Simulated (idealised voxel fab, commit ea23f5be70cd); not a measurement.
You're looking at the process module voxel transistor to metal.
The cross-section on display is named cut; it measures 190 nm wide, and its cells are 5 nm squares.
Cross-section spec: square-cell grid; bands listed top down; each band is one or more rows. In this notation a band is specified by the heights of its top and bottom, in that order and in nm, after which its materials appear from left to right, each paired with its width in nm. The word "throughout" attached to a single material means that material fills the band from edge to edge; the word "air" stands for empty space. Beneath 0, the wafer as received is one material, and that level is where height counting begins. The lowest band goes on downward without a bottom; it is written like "0..down". Graded width ("30 to 40"): value in top row of band = first number; value in bottom row = second number; row-to-row change constant. Step note "all unchanged" = no cross-section cell changed. Voids not open to the top, 8 cells minimum: see "Completely sealed voids". Written width x height at distance; distance is from the left edge; nm. Formally, on a step line, whatever follows the settings is a remark that the simulator itself makes on the step. Steps that use a mask can have "overlay nm" on their line. It says how far the mask sat to the right of where it was meant to be. Negative means to the left.

### Process steps (planned)
- 1: RECEIVE | material Si
- 2: OXIDIZE | depth nm 5
- 3: CONFORMAL_DEP | material SiN | thk nm 10
- 4: MASKED_ETCH | tone cover | mask id ACTIVE | width nm 100 | etch materials SiN | depth nm 10 | overlay nm 0
- 5: MASKED_ETCH | tone cover | mask id ACTIVE | width nm 100 | etch materials SiO2 | depth nm 5 | overlay nm 0
- 6: MASKED_ETCH | tone cover | mask id ACTIVE | width nm 100 | etch materials Si | depth nm 35 | overlay nm 0
- 7: OXIDIZE | depth nm 5
- 8: FILL_DEP | material SiO2 | thk nm 15
- 9: CMP | height nm 10
- 10: SELECTIVE_ETCH | etch materials SiO2 | depth nm 5
- 11: STRIP | etch materials SiN
- 12: SELECTIVE_ETCH | etch materials SiO2 | depth nm 5
- 13: OXIDIZE | depth nm 5
- 14: DIRECTIONAL_DEP | material polySi | thk nm 20
- 15: DIRECTIONAL_DEP | material SiCN | thk nm 10
- 16: PATTERN | tone cover | mask id GATE | material resist | width nm 20 | thk nm 20 | overlay nm 0
- 17: DIRECTIONAL_ETCH | etch materials SiCN | depth nm 20
- 18: DIRECTIONAL_ETCH | etch materials polySi | depth nm 30
- 19: STRIP | etch materials resist
- 20: CONFORMAL_DEP | material SiO2 | thk nm 5
- 21: DIRECTIONAL_ETCH | etch materials SiO2 | depth nm 5
- 22: CONFORMAL_DEP | material SiN | thk nm 10
- 23: DIRECTIONAL_ETCH | etch materials SiN | depth nm 10
- 24: DIRECTIONAL_ETCH | etch materials SiO2 | depth nm 5
- 25: DIRECTIONAL_ETCH | etch materials Si | depth nm 10
- 26: EPI | material nSi | thk nm 15
- 27: FILL_DEP | material SiO2 | thk nm 10
- 28: CMP | height nm 25
- 29: DIRECTIONAL_DEP | material SiO2 | thk nm 15
- 30: PATTERN | tone open | mask id CONTACT | material resist | width nm 15 | pitch nm 75 | thk nm 20 | overlay nm 0
- 31: DIRECTIONAL_ETCH | etch materials SiO2 | depth nm 35
- 32: STRIP | etch materials resist
- 33: CONFORMAL_DEP | material TiN | thk nm 5
- 34: FILL_DEP | material Ru | thk nm 10
- 35: CMP | height nm 40
- 36: CONFORMAL_DEP | material SiCN | thk nm 5
- 37: DIRECTIONAL_DEP | material lowk | thk nm 15
- 38: PATTERN | tone open | mask id METAL_1 | material resist | width nm 15 | pitch nm 75 | thk nm 20 | overlay nm 0
- 39: DIRECTIONAL_ETCH | etch materials lowk | depth nm 15
- 40: DIRECTIONAL_ETCH | etch materials SiCN | depth nm 5
- 41: STRIP | etch materials resist
- 42: CONFORMAL_DEP | material TiN | thk nm 5
- 43: FILL_DEP | material Ru | thk nm 5
- 44: CMP | height nm 60
- 45: CONFORMAL_DEP | material SiN | thk nm 5

### First of two wafers, processed according to plan

### Delivered wafer in cross-section: state after step 1
* 0..down | Si throughout
* Completely sealed voids: none

### How the wafer stands in section after step 2
* 0..-5 | SiO2 throughout
* For the remainder of the cross-section, below -5, there is no change.

### How the wafer stands in section after step 3
* 10..0 | SiN throughout
* For the remainder of the cross-section, below 0, there is no change.

### How the wafer stands in section after step 4
* 10..0 | air 45 nm / SiN 100 nm / air 45 nm
* For the remainder of the cross-section, below 0, there is no change.

### How the wafer stands in section after step 5
* 10..0 | air 45 nm / SiN 100 nm / air 45 nm
* 0..-5 | air 45 nm / SiO2 100 nm / air 45 nm
* For the remainder of the cross-section, below -5, there is no change.

### How the wafer stands in section after step 6
* 10..0 | air 45 nm / SiN 100 nm / air 45 nm
* 0..-5 | air 45 nm / SiO2 100 nm / air 45 nm
* -5..-40 | air 45 nm / Si 100 nm / air 45 nm
* For the remainder of the cross-section, below -40, there is no change.

### How the wafer stands in section after step 7
* 10..0 | air 45 nm / SiN 100 nm / air 45 nm
* 0..-5 | air 45 nm / SiO2 100 nm / air 45 nm
* -5..-40 | air 45 nm / SiO2 5 nm / Si 90 nm / SiO2 5 nm / air 45 nm
* -40..-45 | SiO2 50 nm / Si 90 nm / SiO2 50 nm
* For the remainder of the cross-section, below -45, there is no change.

### How the wafer stands in section after step 8
* 25..10 | SiO2 throughout
* 10..0 | SiO2 45 nm / SiN 100 nm / SiO2 45 nm
* 0..-5 | SiO2 throughout
* -5..-45 | SiO2 50 nm / Si 90 nm / SiO2 50 nm
* For the remainder of the cross-section, below -45, there is no change.

### How the wafer stands in section after step 9
* 10..0 | SiO2 45 nm / SiN 100 nm / SiO2 45 nm
* For the remainder of the cross-section, below 0, there is no change.

### How the wafer stands in section after step 10
* 10..5 | air 45 nm / SiN 100 nm / air 45 nm
* For the remainder of the cross-section, below 5, there is no change.

### How the wafer stands in section after step 11
* 5..0 | SiO2 45 nm / air 100 nm / SiO2 45 nm
* For the remainder of the cross-section, below 0, there is no change.

### How the wafer stands in section after step 12
* 0..-5 | SiO2 40 nm / air 110 nm / SiO2 40 nm
* For the remainder of the cross-section, below -5, there is no change.

### How the wafer stands in section after step 13
* 0..-5 | SiO2 40 nm / air 110 nm / SiO2 40 nm
* -5..-10 | SiO2 throughout
* For the remainder of the cross-section, below -10, there is no change.

### How the wafer stands in section after step 14
* 20..15 | polySi 40 nm / air 110 nm / polySi 40 nm
* 15..0 | polySi throughout
* 0..-5 | SiO2 40 nm / polySi 110 nm / SiO2 40 nm
* For the remainder of the cross-section, below -5, there is no change.

### How the wafer stands in section after step 15
* 30..25 | SiCN 40 nm / air 110 nm / SiCN 40 nm
* 25..20 | SiCN throughout
* 20..15 | polySi 40 nm / SiCN 110 nm / polySi 40 nm
* For the remainder of the cross-section, below 15, there is no change.

### How the wafer stands in section after step 16
* 50..30 | air 85 nm / resist 20 nm / air 85 nm
* 30..25 | SiCN 40 nm / air 45 nm / resist 20 nm / air 45 nm / SiCN 40 nm
* For the remainder of the cross-section, below 25, there is no change.

### How the wafer stands in section after step 17
* 50..25 | air 85 nm / resist 20 nm / air 85 nm
* 25..20 | air 85 nm / SiCN 20 nm / air 85 nm
* 20..15 | polySi 40 nm / air 45 nm / SiCN 20 nm / air 45 nm / polySi 40 nm
* For the remainder of the cross-section, below 15, there is no change.

### How the wafer stands in section after step 18
* 50..25 | air 85 nm / resist 20 nm / air 85 nm
* 25..15 | air 85 nm / SiCN 20 nm / air 85 nm
* 15..0 | air 85 nm / polySi 20 nm / air 85 nm
* 0..-5 | SiO2 40 nm / air 45 nm / polySi 20 nm / air 45 nm / SiO2 40 nm
* For the remainder of the cross-section, below -5, there is no change.

### How the wafer stands in section after step 19
* 25..15 | air 85 nm / SiCN 20 nm / air 85 nm
* For the remainder of the cross-section, below 15, there is no change.

### How the wafer stands in section after step 20
* 30..25 | air 80 nm / SiO2 30 nm / air 80 nm
* 25..15 | air 80 nm / SiO2 5 nm / SiCN 20 nm / SiO2 5 nm / air 80 nm
* 15..5 | air 80 nm / SiO2 5 nm / polySi 20 nm / SiO2 5 nm / air 80 nm
* 5..0 | SiO2 45 nm / air 35 nm / SiO2 5 nm / polySi 20 nm / SiO2 5 nm / air 35 nm / SiO2 45 nm
* 0..-5 | SiO2 85 nm / polySi 20 nm / SiO2 85 nm
* For the remainder of the cross-section, below -5, there is no change.

### How the wafer stands in section after step 21
* 25..15 | air 80 nm / SiO2 5 nm / SiCN 20 nm / SiO2 5 nm / air 80 nm
* 15..0 | air 80 nm / SiO2 5 nm / polySi 20 nm / SiO2 5 nm / air 80 nm
* 0..-5 | SiO2 45 nm / air 35 nm / SiO2 5 nm / polySi 20 nm / SiO2 5 nm / air 35 nm / SiO2 45 nm
* For the remainder of the cross-section, below -5, there is no change.

### How the wafer stands in section after step 22
* 35..25 | air 70 nm / SiN 50 nm / air 70 nm
* 25..15 | air 70 nm / SiN 10 nm / SiO2 5 nm / SiCN 20 nm / SiO2 5 nm / SiN 10 nm / air 70 nm
* 15..10 | air 70 nm / SiN 10 nm / SiO2 5 nm / polySi 20 nm / SiO2 5 nm / SiN 10 nm / air 70 nm
* 10..5 | SiN 55 nm / air 15 nm / SiN 10 nm / SiO2 5 nm / polySi 20 nm / SiO2 5 nm / SiN 10 nm / air 15 nm / SiN 55 nm
* 5..0 | SiN 80 nm / SiO2 5 nm / polySi 20 nm / SiO2 5 nm / SiN 80 nm
* 0..-5 | SiO2 45 nm / SiN 35 nm / SiO2 5 nm / polySi 20 nm / SiO2 5 nm / SiN 35 nm / SiO2 45 nm
* For the remainder of the cross-section, below -5, there is no change.

### How the wafer stands in section after step 23
* 25..15 | air 70 nm / SiN 10 nm / SiO2 5 nm / SiCN 20 nm / SiO2 5 nm / SiN 10 nm / air 70 nm
* 15..0 | air 70 nm / SiN 10 nm / SiO2 5 nm / polySi 20 nm / SiO2 5 nm / SiN 10 nm / air 70 nm
* 0..-5 | SiO2 45 nm / SiN 10 nm / air 15 nm / SiN 10 nm / SiO2 5 nm / polySi 20 nm / SiO2 5 nm / SiN 10 nm / air 15 nm / SiN 10 nm / SiO2 45 nm
* For the remainder of the cross-section, below -5, there is no change.

### How the wafer stands in section after step 24
* 25..20 | air 70 nm / SiN 10 nm / air 5 nm / SiCN 20 nm / air 5 nm / SiN 10 nm / air 70 nm
* 20..15 | air 70 nm / SiN 10 nm / SiO2 5 nm / SiCN 20 nm / SiO2 5 nm / SiN 10 nm / air 70 nm
* 15..0 | air 70 nm / SiN 10 nm / SiO2 5 nm / polySi 20 nm / SiO2 5 nm / SiN 10 nm / air 70 nm
* 0..-5 | air 45 nm / SiN 10 nm / air 15 nm / SiN 10 nm / SiO2 5 nm / polySi 20 nm / SiO2 5 nm / SiN 10 nm / air 15 nm / SiN 10 nm / air 45 nm
* -5..-10 | SiO2 55 nm / air 15 nm / SiO2 50 nm / air 15 nm / SiO2 55 nm
* For the remainder of the cross-section, below -10, there is no change.

### How the wafer stands in section after step 25
* 25..20 | air 70 nm / SiN 10 nm / air 5 nm / SiCN 20 nm / air 5 nm / SiN 10 nm / air 70 nm
* 20..15 | air 70 nm / SiN 10 nm / SiO2 5 nm / SiCN 20 nm / SiO2 5 nm / SiN 10 nm / air 70 nm
* 15..0 | air 70 nm / SiN 10 nm / SiO2 5 nm / polySi 20 nm / SiO2 5 nm / SiN 10 nm / air 70 nm
* 0..-5 | air 45 nm / SiN 10 nm / air 15 nm / SiN 10 nm / SiO2 5 nm / polySi 20 nm / SiO2 5 nm / SiN 10 nm / air 15 nm / SiN 10 nm / air 45 nm
* -5..-10 | SiO2 55 nm / air 15 nm / SiO2 50 nm / air 15 nm / SiO2 55 nm
* -10..-20 | SiO2 50 nm / Si 5 nm / air 15 nm / Si 50 nm / air 15 nm / Si 5 nm / SiO2 50 nm
* For the remainder of the cross-section, below -20, there is no change.

### How the wafer stands in section after step 26
* 25..20 | air 70 nm / SiN 10 nm / air 5 nm / SiCN 20 nm / air 5 nm / SiN 10 nm / air 70 nm
* 20..15 | air 70 nm / SiN 10 nm / SiO2 5 nm / SiCN 20 nm / SiO2 5 nm / SiN 10 nm / air 70 nm
* 15..5 | air 70 nm / SiN 10 nm / SiO2 5 nm / polySi 20 nm / SiO2 5 nm / SiN 10 nm / air 70 nm
* 5..0 | air 50 nm / nSi 20 nm / SiN 10 nm / SiO2 5 nm / polySi 20 nm / SiO2 5 nm / SiN 10 nm / nSi 20 nm / air 50 nm
* 0..-5 | air 45 nm / SiN 10 nm / nSi 15 nm / SiN 10 nm / SiO2 5 nm / polySi 20 nm / SiO2 5 nm / SiN 10 nm / nSi 15 nm / SiN 10 nm / air 45 nm
* -5..-10 | SiO2 55 nm / nSi 15 nm / SiO2 50 nm / nSi 15 nm / SiO2 55 nm
* -10..-20 | SiO2 50 nm / Si 5 nm / nSi 15 nm / Si 50 nm / nSi 15 nm / Si 5 nm / SiO2 50 nm
* For the remainder of the cross-section, below -20, there is no change.

### How the wafer stands in section after step 27
* 35..25 | SiO2 throughout
* 25..15 | SiO2 70 nm / SiN 10 nm / SiO2 5 nm / SiCN 20 nm / SiO2 5 nm / SiN 10 nm / SiO2 70 nm
* 15..5 | SiO2 70 nm / SiN 10 nm / SiO2 5 nm / polySi 20 nm / SiO2 5 nm / SiN 10 nm / SiO2 70 nm
* 5..0 | SiO2 50 nm / nSi 20 nm / SiN 10 nm / SiO2 5 nm / polySi 20 nm / SiO2 5 nm / SiN 10 nm / nSi 20 nm / SiO2 50 nm
* 0..-5 | SiO2 45 nm / SiN 10 nm / nSi 15 nm / SiN 10 nm / SiO2 5 nm / polySi 20 nm / SiO2 5 nm / SiN 10 nm / nSi 15 nm / SiN 10 nm / SiO2 45 nm
* For the remainder of the cross-section, below -5, there is no change.

### How the wafer stands in section after step 28
* 25..15 | SiO2 70 nm / SiN 10 nm / SiO2 5 nm / SiCN 20 nm / SiO2 5 nm / SiN 10 nm / SiO2 70 nm
* For the remainder of the cross-section, below 15, there is no change.

### How the wafer stands in section after step 29
* 40..25 | SiO2 throughout
* For the remainder of the cross-section, below 25, there is no change.

### How the wafer stands in section after step 30
* 60..40 | resist 50 nm / air 15 nm / resist 60 nm / air 15 nm / resist 50 nm
* For the remainder of the cross-section, below 40, there is no change.

### How the wafer stands in section after step 31
* 60..40 | resist 50 nm / air 15 nm / resist 60 nm / air 15 nm / resist 50 nm
* 40..25 | SiO2 50 nm / air 15 nm / SiO2 60 nm / air 15 nm / SiO2 50 nm
* 25..15 | SiO2 50 nm / air 15 nm / SiO2 5 nm / SiN 10 nm / SiO2 5 nm / SiCN 20 nm / SiO2 5 nm / SiN 10 nm / SiO2 5 nm / air 15 nm / SiO2 50 nm
* 15..5 | SiO2 50 nm / air 15 nm / SiO2 5 nm / SiN 10 nm / SiO2 5 nm / polySi 20 nm / SiO2 5 nm / SiN 10 nm / SiO2 5 nm / air 15 nm / SiO2 50 nm
* For the remainder of the cross-section, below 5, there is no change.

### How the wafer stands in section after step 32
* 40..25 | SiO2 50 nm / air 15 nm / SiO2 60 nm / air 15 nm / SiO2 50 nm
* For the remainder of the cross-section, below 25, there is no change.

### How the wafer stands in section after step 33
* 45..40 | TiN 55 nm / air 5 nm / TiN 70 nm / air 5 nm / TiN 55 nm
* 40..25 | SiO2 50 nm / TiN 5 nm / air 5 nm / TiN 5 nm / SiO2 60 nm / TiN 5 nm / air 5 nm / TiN 5 nm / SiO2 50 nm
* 25..15 | SiO2 50 nm / TiN 5 nm / air 5 nm / TiN 5 nm / SiO2 5 nm / SiN 10 nm / SiO2 5 nm / SiCN 20 nm / SiO2 5 nm / SiN 10 nm / SiO2 5 nm / TiN 5 nm / air 5 nm / TiN 5 nm / SiO2 50 nm
* 15..10 | SiO2 50 nm / TiN 5 nm / air 5 nm / TiN 5 nm / SiO2 5 nm / SiN 10 nm / SiO2 5 nm / polySi 20 nm / SiO2 5 nm / SiN 10 nm / SiO2 5 nm / TiN 5 nm / air 5 nm / TiN 5 nm / SiO2 50 nm
* 10..5 | SiO2 50 nm / TiN 15 nm / SiO2 5 nm / SiN 10 nm / SiO2 5 nm / polySi 20 nm / SiO2 5 nm / SiN 10 nm / SiO2 5 nm / TiN 15 nm / SiO2 50 nm
* For the remainder of the cross-section, below 5, there is no change.

### How the wafer stands in section after step 34
* 55..45 | Ru throughout
* 45..40 | TiN 55 nm / Ru 5 nm / TiN 70 nm / Ru 5 nm / TiN 55 nm
* 40..25 | SiO2 50 nm / TiN 5 nm / Ru 5 nm / TiN 5 nm / SiO2 60 nm / TiN 5 nm / Ru 5 nm / TiN 5 nm / SiO2 50 nm
* 25..15 | SiO2 50 nm / TiN 5 nm / Ru 5 nm / TiN 5 nm / SiO2 5 nm / SiN 10 nm / SiO2 5 nm / SiCN 20 nm / SiO2 5 nm / SiN 10 nm / SiO2 5 nm / TiN 5 nm / Ru 5 nm / TiN 5 nm / SiO2 50 nm
* 15..10 | SiO2 50 nm / TiN 5 nm / Ru 5 nm / TiN 5 nm / SiO2 5 nm / SiN 10 nm / SiO2 5 nm / polySi 20 nm / SiO2 5 nm / SiN 10 nm / SiO2 5 nm / TiN 5 nm / Ru 5 nm / TiN 5 nm / SiO2 50 nm
* For the remainder of the cross-section, below 10, there is no change.

### How the wafer stands in section after step 35
* 40..25 | SiO2 50 nm / TiN 5 nm / Ru 5 nm / TiN 5 nm / SiO2 60 nm / TiN 5 nm / Ru 5 nm / TiN 5 nm / SiO2 50 nm
* For the remainder of the cross-section, below 25, there is no change.

### How the wafer stands in section after step 36
* 45..40 | SiCN throughout
* For the remainder of the cross-section, below 40, there is no change.

### How the wafer stands in section after step 37
* 60..45 | lowk throughout
* For the remainder of the cross-section, below 45, there is no change.

### How the wafer stands in section after step 38
* 80..60 | resist 50 nm / air 15 nm / resist 60 nm / air 15 nm / resist 50 nm
* For the remainder of the cross-section, below 60, there is no change.

### How the wafer stands in section after step 39
* 80..60 | resist 50 nm / air 15 nm / resist 60 nm / air 15 nm / resist 50 nm
* 60..45 | lowk 50 nm / air 15 nm / lowk 60 nm / air 15 nm / lowk 50 nm
* For the remainder of the cross-section, below 45, there is no change.

### How the wafer stands in section after step 40
* 80..60 | resist 50 nm / air 15 nm / resist 60 nm / air 15 nm / resist 50 nm
* 60..45 | lowk 50 nm / air 15 nm / lowk 60 nm / air 15 nm / lowk 50 nm
* 45..40 | SiCN 50 nm / air 15 nm / SiCN 60 nm / air 15 nm / SiCN 50 nm
* For the remainder of the cross-section, below 40, there is no change.

### How the wafer stands in section after step 41
* 60..45 | lowk 50 nm / air 15 nm / lowk 60 nm / air 15 nm / lowk 50 nm
* For the remainder of the cross-section, below 45, there is no change.

### How the wafer stands in section after step 42
* 65..60 | TiN 55 nm / air 5 nm / TiN 70 nm / air 5 nm / TiN 55 nm
* 60..45 | lowk 50 nm / TiN 5 nm / air 5 nm / TiN 5 nm / lowk 60 nm / TiN 5 nm / air 5 nm / TiN 5 nm / lowk 50 nm
* 45..40 | SiCN 50 nm / TiN 15 nm / SiCN 60 nm / TiN 15 nm / SiCN 50 nm
* For the remainder of the cross-section, below 40, there is no change.

### How the wafer stands in section after step 43
* 70..65 | Ru throughout
* 65..60 | TiN 55 nm / Ru 5 nm / TiN 70 nm / Ru 5 nm / TiN 55 nm
* 60..45 | lowk 50 nm / TiN 5 nm / Ru 5 nm / TiN 5 nm / lowk 60 nm / TiN 5 nm / Ru 5 nm / TiN 5 nm / lowk 50 nm
* For the remainder of the cross-section, below 45, there is no change.

### How the wafer stands in section after step 44
* 60..45 | lowk 50 nm / TiN 5 nm / Ru 5 nm / TiN 5 nm / lowk 60 nm / TiN 5 nm / Ru 5 nm / TiN 5 nm / lowk 50 nm
* For the remainder of the cross-section, below 45, there is no change.

### How the wafer stands in section after step 45
* 65..60 | SiN throughout
* For the remainder of the cross-section, below 60, there is no change.

### Second wafer - shared start and plan with the first - one error in running - same as the first up to step 42 inclusive

### Second wafer cross-section, taken as of the time the plan sets for step 43 to be done
* 70..65 | SiCN throughout
* 65..60 | TiN 55 nm / SiCN 5 nm / TiN 70 nm / SiCN 5 nm / TiN 55 nm
* 60..45 | lowk 50 nm / TiN 5 nm / SiCN 5 nm / TiN 5 nm / lowk 60 nm / TiN 5 nm / SiCN 5 nm / TiN 5 nm / lowk 50 nm
* For the remainder of the cross-section, below 45, there is no change.

### Second wafer cross-section, taken as of the time the plan sets for step 44 to be done
* 60..45 | lowk 50 nm / TiN 5 nm / SiCN 5 nm / TiN 5 nm / lowk 60 nm / TiN 5 nm / SiCN 5 nm / TiN 5 nm / lowk 50 nm
* For the remainder of the cross-section, below 45, there is no change.

### Second wafer cross-section, taken as of the time the plan sets for step 45 to be done
* 65..60 | SiN throughout
* For the remainder of the cross-section, below 60, there is no change.
Where did the run depart from the plan? in deviation from the planned setting, step 43 was conducted as FILL_DEP | material SiCN | thk nm 5
Final wafer comparison in cells, second versus first, more or fewer per material: Ru -6; SiCN +6
